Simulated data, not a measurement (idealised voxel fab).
Documented hereafter: the process module known as voxel released beams.
Displayed cross-section: cut, width of 160 nm, square cells sized 5 nm.
In what follows, cross-sections appear as grids of square cells, described through bands that run from the top down, where every band is one or more rows of cells. Within each band entry, the heights of the top and of the bottom of the band appear first, in that order and in nm; the materials of the band then follow from left to right, each with its corresponding width in nm. The designation "edge to edge" on a single material indicates that it fills the band from edge to edge; the designation "air" indicates empty space. It should be noted that heights are counted from 0, beneath which the wafer as supplied is of one material throughout, and that the lowest band possesses no lower boundary but continues downward, as written in "0..down". With a width like "30..40", each row of cells in the band differs from the next by the same amount, the top row carrying the first number and the bottom row the second. When a step is marked "everything unchanged", none of the cells in the cross-section changed during that step. In "Entrapped voids" the enclosed voids are listed, meaning empty spaces of 8 cells or larger without any opening to the top. The form is width x height at distance, distance from the left edge, units nm. What comes after the settings on a step's line is commentary from the simulator itself on that step. "overlay nm", when on a step's line for a step with a mask, measures how far to the right of its planned place the mask lay; a negative measure means to the left.
Below is the list of planned process steps
1: RECEIVE | material Si
2: CONFORMAL_DEP | material SiN | thk nm 10
3: DIRECTIONAL_DEP | material SiO2 | thk nm 15
4: PATTERN | tone open | mask id ANCHOR | material resist | width nm 40 | thk nm 20 | overlay nm 0
5: DIRECTIONAL_ETCH | etch materials SiO2 | depth nm 15
6: STRIP | etch materials resist
7: CONFORMAL_DEP | material TiN | thk nm 15
8: PATTERN | tone cover | mask id BEAM | material resist | width nm 90 | thk nm 15 | overlay nm 0
9: DIRECTIONAL_ETCH | etch materials TiN | depth nm 15
10: STRIP | etch materials resist
11: STRIP | etch materials SiO2
First of two wafers - as planned
As received, after step 1
	0..down | Si edge to edge
	Entrapped voids: none
After step 2
	10..0 | SiN edge to edge
	Below a height of 0, the structure has not been altered.
After step 3
	25..10 | SiO2 edge to edge
	Below a height of 10, the structure has not been altered.
After step 4
	45..25 | 35 of resist | 40 of air | 85 of resist
	Below a height of 25, the structure has not been altered.
After step 5
	45..25 | 35 of resist | 40 of air | 85 of resist
	25..10 | 35 of SiO2 | 40 of air | 85 of SiO2
	Below a height of 10, the structure has not been altered.
After step 6
	25..10 | 35 of SiO2 | 40 of air | 85 of SiO2
	Below a height of 10, the structure has not been altered.
After step 7
	40..25 | 50 of TiN | 10 of air | 100 of TiN
	25..10 | 35 of SiO2 | 40 of TiN | 85 of SiO2
	Below a height of 10, the structure has not been altered.
After step 8
	55..40 | 30 of air | 90 of resist | 40 of air
	40..25 | 50 of TiN | 10 of resist | 100 of TiN
	Below a height of 25, the structure has not been altered.
After step 9
	55..40 | 30 of air | 90 of resist | 40 of air
	40..25 | 30 of air | 20 of TiN | 10 of resist | 60 of TiN | 40 of air
	Below a height of 25, the structure has not been altered.
After step 10
	40..25 | 30 of air | 20 of TiN | 10 of air | 60 of TiN | 40 of air
	Below a height of 25, the structure has not been altered.
After step 11
	40..25 | 30 of air | 20 of TiN | 10 of air | 60 of TiN | 40 of air
	25..10 | 35 of air | 40 of TiN | 85 of air
	Below a height of 10, the structure has not been altered.
Here the second wafer is described. Its start and its plan were those of the first wafer. Its run contained one mistake. Up to and including step 1, it did exactly what the first wafer did
Second wafer, section view, time point: scheduled end of step 2: everything unchanged
Second wafer, section view, time point: scheduled end of step 3
	15..0 | SiO2 edge to edge
	Below a height of 0, the structure has not been altered.
Second wafer, section view, time point: scheduled end of step 4
	35..15 | 35 of resist | 40 of air | 85 of resist
	Below a height of 15, the structure has not been altered.
Second wafer, section view, time point: scheduled end of step 5
	35..15 | 35 of resist | 40 of air | 85 of resist
	15..0 | 35 of SiO2 | 40 of air | 85 of SiO2
	Below a height of 0, the structure has not been altered.
Second wafer, section view, time point: scheduled end of step 6
	15..0 | 35 of SiO2 | 40 of air | 85 of SiO2
	Below a height of 0, the structure has not been altered.
Second wafer, section view, time point: scheduled end of step 7
	30..15 | 50 of TiN | 10 of air | 100 of TiN
	15..0 | 35 of SiO2 | 40 of TiN | 85 of SiO2
	Below a height of 0, the structure has not been altered.
Second wafer, section view, time point: scheduled end of step 8
	45..30 | 30 of air | 90 of resist | 40 of air
	30..15 | 50 of TiN | 10 of resist | 100 of TiN
	Below a height of 15, the structure has not been altered.
Second wafer, section view, time point: scheduled end of step 9
	45..30 | 30 of air | 90 of resist | 40 of air
	30..15 | 30 of air | 20 of TiN | 10 of resist | 60 of TiN | 40 of air
	Below a height of 15, the structure has not been altered.
Second wafer, section view, time point: scheduled end of step 10
	30..15 | 30 of air | 20 of TiN | 10 of air | 60 of TiN | 40 of air
	Below a height of 15, the structure has not been altered.
Second wafer, section view, time point: scheduled end of step 11
	30..15 | 30 of air | 20 of TiN | 10 of air | 60 of TiN | 40 of air
	15..0 | 35 of air | 40 of TiN | 85 of air
	Below a height of 0, the structure has not been altered.
what went wrong: step 2 of the plan never got run, it was skipped over
Final cells, second wafer relative to first, materials higher or lower: SiN -64
